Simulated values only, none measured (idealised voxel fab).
Module name: voxel ribs on slabs (process module)
Displayed cross-section: cut, width of 230 nm, square cells sized 5 nm.
When this document writes out a cross-section, it uses a grid of square cells and lists it as bands, beginning at the top and moving down, with a band standing for one or more rows of cells. For a band, the entry starts with two heights in nm, that of the top and then that of the bottom, and carries on with the band's materials in order from left to right, each alongside its width in nm; the word "edge to edge" beside a single material means it fills the band edge to edge, and "air" means empty space. Height reference: 0 = level under which incoming wafer is all one material. Lowest band: no bottom, runs on downward, e.g. "z 0 and below". It should be noted that a width expressed as "30 to 40" varies in equal increments from row to row of cells within the band, taking the value of the first number at the top row and that of the second number at the bottom row. The cross-section has no changed cell in any step marked "same as before". Entry "Fully enclosed voids". Content: empty spaces with no open connection to the top, size 8 cells or greater. Each: width x height at distance. Distance: from left edge. Unit: nm. What comes after the settings on a step's line is commentary from the simulator itself on that step. overlay nm: on a step with a mask, how far right of its planned place the mask lay; negative means left.

**The planned process steps are enumerated hereunder**
1,RECEIVE: material Si
2,DIRECTIONAL_DEP: material SiO2, thk nm 30
3,DIRECTIONAL_DEP: material SiN, thk nm 25
4,DIRECTIONAL_DEP: material aC, thk nm 10
5,PATTERN: tone cover, mask id RIB, material resist, width nm 25, thk nm 25, overlay nm 0
6,DIRECTIONAL_ETCH: etch materials aC, depth nm 10
7,STRIP: etch materials resist
8,DIRECTIONAL_ETCH: etch materials SiN, depth nm 10
9,STRIP: etch materials aC
10,DIRECTIONAL_DEP: material aC, thk nm 15
11,PATTERN: tone cover, mask id SLAB, material resist, width nm 85, thk nm 30, overlay nm 0
12,DIRECTIONAL_ETCH: etch materials aC, depth nm 15
13,STRIP: etch materials resist
14,DIRECTIONAL_ETCH: etch materials SiN, depth nm 15
15,STRIP: etch materials aC
16,FILL_DEP: material SiO2, thk nm 15
17,CMP: height nm 65
18,DIRECTIONAL_DEP: material TiN, thk nm 5
19,PATTERN: tone cover, mask id HEATER, material resist, width nm 35, thk nm 20, overlay nm 0
20,DIRECTIONAL_ETCH: etch materials TiN, depth nm 5
21,STRIP: etch materials resist
22,CONFORMAL_DEP: material SiN, thk nm 10

**The first of the two wafers, which ran as planned**

**The cross-section here shows the wafer as received, i.e. in its state after step 1**
  z 0 and below = Si edge to edge
  Fully enclosed voids: none

**Once step 2 is through, the wafer looks like this in cross-section**
  z 30 to 0 = SiO2 edge to edge
  Note: structure below 0 unchanged.

**Once step 3 is through, the wafer looks like this in cross-section**
  z 55 to 30 = SiN edge to edge
  Note: structure below 30 unchanged.

**Once step 4 is through, the wafer looks like this in cross-section**
  z 65 to 55 = aC edge to edge
  Note: structure below 55 unchanged.

**Once step 5 is through, the wafer looks like this in cross-section**
  z 90 to 65 = air=100; resist=25; air=105
  Note: structure below 65 unchanged.

**Once step 6 is through, the wafer looks like this in cross-section**
  z 80 to 65 = air=100; resist=25; air=105
  z 65 to 55 = air=100; aC=25; air=105
  Note: structure below 55 unchanged.

**Once step 7 is through, the wafer looks like this in cross-section**
  z 65 to 55 = air=100; aC=25; air=105
  Note: structure below 55 unchanged.

**Once step 8 is through, the wafer looks like this in cross-section**
  z 65 to 55 = air=100; aC=25; air=105
  z 55 to 45 = air=100; SiN=25; air=105
  Note: structure below 45 unchanged.

**Once step 9 is through, the wafer looks like this in cross-section**
  z 55 to 45 = air=100; SiN=25; air=105
  Note: structure below 45 unchanged.

**Once step 10 is through, the wafer looks like this in cross-section**
  z 70 to 60 = air=100; aC=25; air=105
  z 60 to 55 = aC edge to edge
  z 55 to 45 = aC=100; SiN=25; aC=105
  Note: structure below 45 unchanged.

**Once step 11 is through, the wafer looks like this in cross-section**
  z 100 to 70 = air=70; resist=85; air=75
  z 70 to 60 = air=70; resist=30; aC=25; resist=30; air=75
  Note: structure below 60 unchanged.

**Once step 12 is through, the wafer looks like this in cross-section**
  z 85 to 70 = air=70; resist=85; air=75
  z 70 to 60 = air=70; resist=30; aC=25; resist=30; air=75
  z 60 to 55 = air=70; aC=85; air=75
  z 55 to 45 = air=70; aC=30; SiN=25; aC=30; air=75
  Note: structure below 45 unchanged.

**Once step 13 is through, the wafer looks like this in cross-section**
  z 70 to 60 = air=100; aC=25; air=105
  Note: structure below 60 unchanged.

**Once step 14 is through, the wafer looks like this in cross-section**
  z 70 to 60 = air=100; aC=25; air=105
  z 60 to 55 = air=70; aC=85; air=75
  z 55 to 45 = air=70; aC=30; SiN=25; aC=30; air=75
  z 45 to 30 = air=70; SiN=85; air=75
  Note: structure below 30 unchanged.

**Once step 15 is through, the wafer looks like this in cross-section**
  z 55 to 45 = air=100; SiN=25; air=105
  Note: structure below 45 unchanged.

**Once step 16 is through, the wafer looks like this in cross-section**
  z 70 to 55 = SiO2 edge to edge
  z 55 to 45 = SiO2=100; SiN=25; SiO2=105
  z 45 to 30 = SiO2=70; SiN=85; SiO2=75
  Note: structure below 30 unchanged.

**Once step 17 is through, the wafer looks like this in cross-section**
  z 65 to 55 = SiO2 edge to edge
  Note: structure below 55 unchanged.

**Once step 18 is through, the wafer looks like this in cross-section**
  z 70 to 65 = TiN edge to edge
  Note: structure below 65 unchanged.

**Once step 19 is through, the wafer looks like this in cross-section**
  z 90 to 70 = air=95; resist=35; air=100
  Note: structure below 70 unchanged.

**Once step 20 is through, the wafer looks like this in cross-section**
  z 90 to 70 = air=95; resist=35; air=100
  z 70 to 65 = air=95; TiN=35; air=100
  Note: structure below 65 unchanged.

**Once step 21 is through, the wafer looks like this in cross-section**
  z 70 to 65 = air=95; TiN=35; air=100
  Note: structure below 65 unchanged.

**Once step 22 is through, the wafer looks like this in cross-section**
  z 80 to 75 = air=85; SiN=55; air=90
  z 75 to 70 = SiN edge to edge
  z 70 to 65 = SiN=95; TiN=35; SiN=100
  Note: structure below 65 unchanged.

**Okay, second wafer. Nothing different at the start, nothing different in the plan, just one mistake somewhere in the running. As far as step 4, counting that step, it's the first wafer all over again**

**What the second wafer looks like in cross-section when step 5 should have wrapped up**
  z 90 to 65 = resist=100; air=25; resist=105
  Note: structure below 65 unchanged.

**What the second wafer looks like in cross-section when step 6 should have wrapped up**
  z 80 to 65 = resist=100; air=25; resist=105
  z 65 to 55 = aC=100; air=25; aC=105
  Note: structure below 55 unchanged.

**What the second wafer looks like in cross-section when step 7 should have wrapped up**
  z 65 to 55 = aC=100; air=25; aC=105
  Note: structure below 55 unchanged.

**What the second wafer looks like in cross-section when step 8 should have wrapped up**
  z 65 to 55 = aC=100; air=25; aC=105
  z 55 to 45 = SiN=100; air=25; SiN=105
  Note: structure below 45 unchanged.

**What the second wafer looks like in cross-section when step 9 should have wrapped up**
  z 55 to 45 = SiN=100; air=25; SiN=105
  Note: structure below 45 unchanged.

**What the second wafer looks like in cross-section when step 10 should have wrapped up**
  z 70 to 60 = aC=100; air=25; aC=105
  z 60 to 55 = aC edge to edge
  z 55 to 45 = SiN=100; aC=25; SiN=105
  Note: structure below 45 unchanged.

**What the second wafer looks like in cross-section when step 11 should have wrapped up**
  z 100 to 70 = air=70; resist=85; air=75
  z 70 to 60 = aC=100; resist=25; aC=105
  Note: structure below 60 unchanged.

**What the second wafer looks like in cross-section when step 12 should have wrapped up**
  z 85 to 70 = air=70; resist=85; air=75
  z 70 to 60 = air=70; aC=30; resist=25; aC=30; air=75
  z 60 to 55 = air=70; aC=85; air=75
  Note: structure below 55 unchanged.

**What the second wafer looks like in cross-section when step 13 should have wrapped up**
  z 70 to 60 = air=70; aC=30; air=25; aC=30; air=75
  Note: structure below 60 unchanged.

**What the second wafer looks like in cross-section when step 14 should have wrapped up**
  z 70 to 60 = air=70; aC=30; air=25; aC=30; air=75
  z 60 to 55 = air=70; aC=85; air=75
  z 55 to 45 = air=70; SiN=30; aC=25; SiN=30; air=75
  z 45 to 40 = air=70; SiN=85; air=75
  Note: structure below 40 unchanged.

**What the second wafer looks like in cross-section when step 15 should have wrapped up**
  z 55 to 45 = air=70; SiN=30; air=25; SiN=30; air=75
  Note: structure below 45 unchanged.

**What the second wafer looks like in cross-section when step 16 should have wrapped up**
  z 70 to 55 = SiO2 edge to edge
  z 55 to 45 = SiO2=70; SiN=30; SiO2=25; SiN=30; SiO2=75
  z 45 to 40 = SiO2=70; SiN=85; SiO2=75
  Note: structure below 40 unchanged.

**What the second wafer looks like in cross-section when step 17 should have wrapped up**
  z 65 to 55 = SiO2 edge to edge
  Note: structure below 55 unchanged.

**What the second wafer looks like in cross-section when step 18 should have wrapped up**
  z 70 to 65 = TiN edge to edge
  Note: structure below 65 unchanged.

**What the second wafer looks like in cross-section when step 19 should have wrapped up**
  z 90 to 70 = air=95; resist=35; air=100
  Note: structure below 70 unchanged.

**What the second wafer looks like in cross-section when step 20 should have wrapped up**
  z 90 to 70 = air=95; resist=35; air=100
  z 70 to 65 = air=95; TiN=35; air=100
  Note: structure below 65 unchanged.

**What the second wafer looks like in cross-section when step 21 should have wrapped up**
  z 70 to 65 = air=95; TiN=35; air=100
  Note: structure below 65 unchanged.

**What the second wafer looks like in cross-section when step 22 should have wrapped up**
  z 80 to 75 = air=85; SiN=55; air=90
  z 75 to 70 = SiN edge to edge
  z 70 to 65 = SiN=95; TiN=35; SiN=100
  Note: structure below 65 unchanged.
Here's what went sideways: step 5 ran as: PATTERN: tone open, mask id RIB, material resist, width nm 25, thk nm 25, overlay nm 0
The second wafer ends with more or fewer cells of some materials than the first, per final count: SiN +72; SiO2 -72
